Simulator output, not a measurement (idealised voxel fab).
process module | voxel capacitor over wiring
cross-section cut | 225 nm wide | cells 5 nm
A cross-section is a grid of square cells, given in bands from the top down. A band is one or more rows of cells.
Each band's line starts with the height of the band's top and of its bottom, in nm. Then come its materials from left to right, each with its width in nm. One material with "throughout" fills the band from edge to edge. "air" is empty space.
Height 0 is the level under which the wafer as received is all one material. The lowest band goes on downwards, as in "0 down".
A width such as "30 to 40" changes by the same amount from each row of cells to the next, from the band's top row to its bottom row.
"no change" after a step means that no cell of the cross-section changed.
closed voids: empty space of 8 cells or more with no open way to the top, each as width x height at its distance from the left edge, in nm
after a step's settings: what the simulator itself notes on the step
overlay nm, on a step with a mask: how far to the right of its planned place the mask lay; to the left if negative
plan
1 op RECEIVE | material Si
2 op CONFORMAL_DEP | material SiO2 | thk nm 10
3 op DIRECTIONAL_DEP | material TiN | thk nm 5
4 op DIRECTIONAL_DEP | material Ru | thk nm 20
5 op PATTERN | tone cover | mask id METAL_1 | material resist | width nm 20 | pitch nm 80 | thk nm 15 | overlay nm 0
6 op DIRECTIONAL_ETCH | etch materials Ru | depth nm 20
7 op DIRECTIONAL_ETCH | etch materials TiN | depth nm 5
8 op STRIP | etch materials resist
9 op FILL_DEP | material lowk | thk nm 10
10 op CMP | height nm 35
11 op CONFORMAL_DEP | material SiCN | thk nm 5
12 op DIRECTIONAL_DEP | material lowk | thk nm 20
13 op DIRECTIONAL_DEP | material aC | thk nm 15
14 op PATTERN | tone open | mask id PLUG_1 | material resist | width nm 15 | thk nm 35 | overlay nm 0
15 op DIRECTIONAL_ETCH | etch materials aC | depth nm 15
16 op STRIP | etch materials resist
17 op DIRECTIONAL_ETCH | etch materials lowk | depth nm 20
18 op DIRECTIONAL_ETCH | etch materials SiCN | depth nm 5
19 op STRIP | etch materials aC
20 op CONFORMAL_DEP | material TiN | thk nm 5
21 op FILL_DEP | material W | thk nm 10
22 op CMP | height nm 60
23 op DIRECTIONAL_DEP | material TiN | thk nm 5
24 op DIRECTIONAL_DEP | material Al2O3 | thk nm 5
25 op DIRECTIONAL_DEP | material TiN | thk nm 5
26 op MASKED_ETCH | tone cover | mask id UPPER_PLATE | width nm 65 | etch materials TiN | depth nm 5 | overlay nm 0
27 op MASKED_ETCH | tone cover | mask id UPPER_PLATE | width nm 65 | etch materials Al2O3 | depth nm 5 | overlay nm 0
28 op DIRECTIONAL_DEP | material aC | thk nm 15
29 op PATTERN | tone cover | mask id LOWER_PLATE | material resist | width nm 75 | thk nm 30 | overlay nm 0
30 op DIRECTIONAL_ETCH | etch materials aC | depth nm 15
31 op STRIP | etch materials resist
32 op DIRECTIONAL_ETCH | etch materials TiN | depth nm 5
33 op STRIP | etch materials aC
34 op FILL_DEP | material SiO2 | thk nm 20
35 op CMP | height nm 90
36 op DIRECTIONAL_DEP | material aC | thk nm 10
37 op PATTERN | tone open | mask id PLUG_2 | material resist | width nm 15 | thk nm 30 | overlay nm 0
38 op DIRECTIONAL_ETCH | etch materials aC | depth nm 10
39 op STRIP | etch materials resist
40 op DIRECTIONAL_ETCH | etch materials SiO2 | depth nm 15
41 op STRIP | etch materials aC
42 op CONFORMAL_DEP | material TiN | thk nm 5
43 op FILL_DEP | material Cu | thk nm 5
44 op CMP | height nm 90
45 op CONFORMAL_DEP | material SiCN | thk nm 5
as received, after step 1
  0 down: Si throughout
  closed voids: none
a wafer at the end: this start, this plan, one mistake
  95 to 90: SiCN throughout
  90 to 80: SiO2 75 | TiN 5 | Cu 5 | TiN 5 | SiO2 135
  80 to 75: SiO2 75 | TiN 15 | SiO2 135
  75 to 70: SiO2 60 | TiN 5 | SiO2 65 | TiN 5 | SiO2 90
  70 to 65: Al2O3 throughout
  65 to 60: TiN throughout
  60 to 40: lowk 65 | TiN 5 | W 5 | TiN 5 | lowk 145
  40 to 35: SiCN 65 | TiN 15 | SiCN 145
  35 to 15: lowk 60 | Ru 20 | lowk 60 | Ru 20 | lowk 65
  15 to 10: lowk 60 | TiN 20 | lowk 60 | TiN 20 | lowk 65
  10 to 0: SiO2 throughout
  0 down: Si throughout
  closed voids: none
what went wrong: step 26 ran as: op MASKED_ETCH | tone open | mask id UPPER_PLATE | width nm 65 | etch materials TiN | depth nm 5 | overlay nm 0
